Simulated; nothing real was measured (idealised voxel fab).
The following process module bears the name voxel wiring stack.
This is section cut - it's 165 nm across, gridded in 5 nm square cells.
A cross-section is written here as square cells arranged in a grid, and it is given in bands from the top down, each band taking up one or more rows of cells. Quick guide to a band line: top height, bottom height (nm) up front; then every material left to right with its width in nm. Only one material and it's marked "throughout"? Then it fills the band edge to edge. And "blank" just means empty space. We count height from 0. Below that, the starting wafer is all one material. The lowest band never ends at the bottom but goes on down; see "0 -> down" for how that is written. The width entry "30 to 40" should be interpreted row by row: the top row of cells in the band takes the first number, the bottom row takes the second number, and the change between adjacent rows is uniform throughout. "everything unchanged" -> step changed no cross-section cell. What "Entrapped void list" gives you is every empty space of 8 cells or more that is cut off from the top. Each appears as width x height at distance, with the distance taken from the left edge and width, height and distance all in nm. On each step's line, the part that comes after the settings is the simulator's own comment on the step. Each step line may optionally specify "overlay nm", which for a step with a mask gives the rightward distance between the mask's planned place and where it lay, a negative value indicating the leftward direction.
## Process steps foreseen in the plan
step 1: RECEIVE [material Si]
step 2: CONFORMAL_DEP [material SiO2] [thk nm 10]
step 3: DIRECTIONAL_DEP [material TiN] [thk nm 5]
step 4: DIRECTIONAL_DEP [material Ru] [thk nm 25]
step 5: DIRECTIONAL_DEP [material aC] [thk nm 15]
step 6: PATTERN [tone cover] [mask id METAL_1] [material resist] [width nm 25] [pitch nm 45] [thk nm 35] [overlay nm 0]
step 7: DIRECTIONAL_ETCH [etch materials aC] [depth nm 15]
step 8: STRIP [etch materials resist]
step 9: DIRECTIONAL_ETCH [etch materials Ru] [depth nm 25]
step 10: DIRECTIONAL_ETCH [etch materials TiN] [depth nm 5]
step 11: STRIP [etch materials aC]
step 12: FILL_DEP [material SiO2] [thk nm 5]
step 13: CMP [height nm 40]
step 14: CONFORMAL_DEP [material SiCN] [thk nm 5]
step 15: DIRECTIONAL_DEP [material SiO2] [thk nm 15]
step 16: DIRECTIONAL_DEP [material aC] [thk nm 10]
step 17: PATTERN [tone open] [mask id PLUG_1] [material resist] [width nm 15] [thk nm 30] [overlay nm 0]
step 18: DIRECTIONAL_ETCH [etch materials aC] [depth nm 10]
step 19: STRIP [etch materials resist]
step 20: DIRECTIONAL_ETCH [etch materials SiO2] [depth nm 15]
step 21: DIRECTIONAL_ETCH [etch materials SiCN] [depth nm 5]
step 22: STRIP [etch materials aC]
step 23: CONFORMAL_DEP [material TiN] [thk nm 5]
step 24: FILL_DEP [material W] [thk nm 10]
step 25: CMP [height nm 60]
step 26: DIRECTIONAL_DEP [material TiN] [thk nm 5]
step 27: DIRECTIONAL_DEP [material W] [thk nm 20]
step 28: DIRECTIONAL_DEP [material aC] [thk nm 10]
step 29: PATTERN [tone cover] [mask id METAL_2] [material resist] [width nm 25] [pitch nm 45] [thk nm 30] [overlay nm 0]
step 30: DIRECTIONAL_ETCH [etch materials aC] [depth nm 10]
step 31: STRIP [etch materials resist]
step 32: DIRECTIONAL_ETCH [etch materials W] [depth nm 20]
step 33: DIRECTIONAL_ETCH [etch materials TiN] [depth nm 5]
step 34: STRIP [etch materials aC]
step 35: CONFORMAL_DEP [material SiCN] [thk nm 5]
step 36: FILL_DEP [material SiO2] [thk nm 5]
step 37: CMP [height nm 85]
step 38: CONFORMAL_DEP [material SiCN] [thk nm 5]
## As-received state of the wafer in cross-section, equivalent to post-step 1
	0 -> down = Si throughout
	Entrapped void list: none
## Cross-sectional view of the first of the two wafers upon completion of the module, processed in accordance with the plan
	90 -> 85 = SiCN throughout
	85 -> 65 = SiO2 40 nm | SiCN 5 nm | W 25 nm | SiCN 5 nm | SiO2 10 nm | SiCN 5 nm | W 25 nm | SiCN 5 nm | SiO2 45 nm
	65 -> 60 = SiCN 45 nm | TiN 25 nm | SiCN 20 nm | TiN 25 nm | SiCN 50 nm
	60 -> 45 = SiO2 45 nm | TiN 5 nm | W 5 nm | TiN 5 nm | SiO2 105 nm
	45 -> 40 = SiCN 45 nm | TiN 15 nm | SiCN 105 nm
	40 -> 15 = SiO2 45 nm | Ru 25 nm | SiO2 20 nm | Ru 25 nm | SiO2 50 nm
	15 -> 10 = SiO2 45 nm | TiN 25 nm | SiO2 20 nm | TiN 25 nm | SiO2 50 nm
	10 -> 0 = SiO2 throughout
	0 -> down = Si throughout
	Entrapped void list: none
## second wafer at the end: like start, like plan, one mistake
	90 -> 85 = SiCN throughout
	85 -> 65 = SiO2 40 nm | SiCN 5 nm | W 25 nm | SiCN 5 nm | SiO2 10 nm | SiCN 5 nm | W 25 nm | SiCN 5 nm | SiO2 45 nm
	65 -> 60 = SiCN 45 nm | TiN 25 nm | SiCN 20 nm | TiN 25 nm | SiCN 50 nm
	60 -> 45 = SiO2 55 nm | TiN 5 nm | W 5 nm | TiN 5 nm | SiO2 95 nm
	45 -> 40 = SiCN 55 nm | TiN 15 nm | SiCN 95 nm
	40 -> 15 = SiO2 45 nm | Ru 25 nm | SiO2 20 nm | Ru 25 nm | SiO2 50 nm
	15 -> 10 = SiO2 45 nm | TiN 25 nm | SiO2 20 nm | TiN 25 nm | SiO2 50 nm
	10 -> 0 = SiO2 throughout
	0 -> down = Si throughout
	Entrapped void list: none
What was the processing mistake? step 17 went in with a setting other than planned; the actual run was PATTERN [tone open] [mask id PLUG_1] [material resist] [width nm 15] [thk nm 30] [overlay nm 10]
When the process is done, the second wafer contains the same cell count of every material as the first wafer, but distributed over other locations.
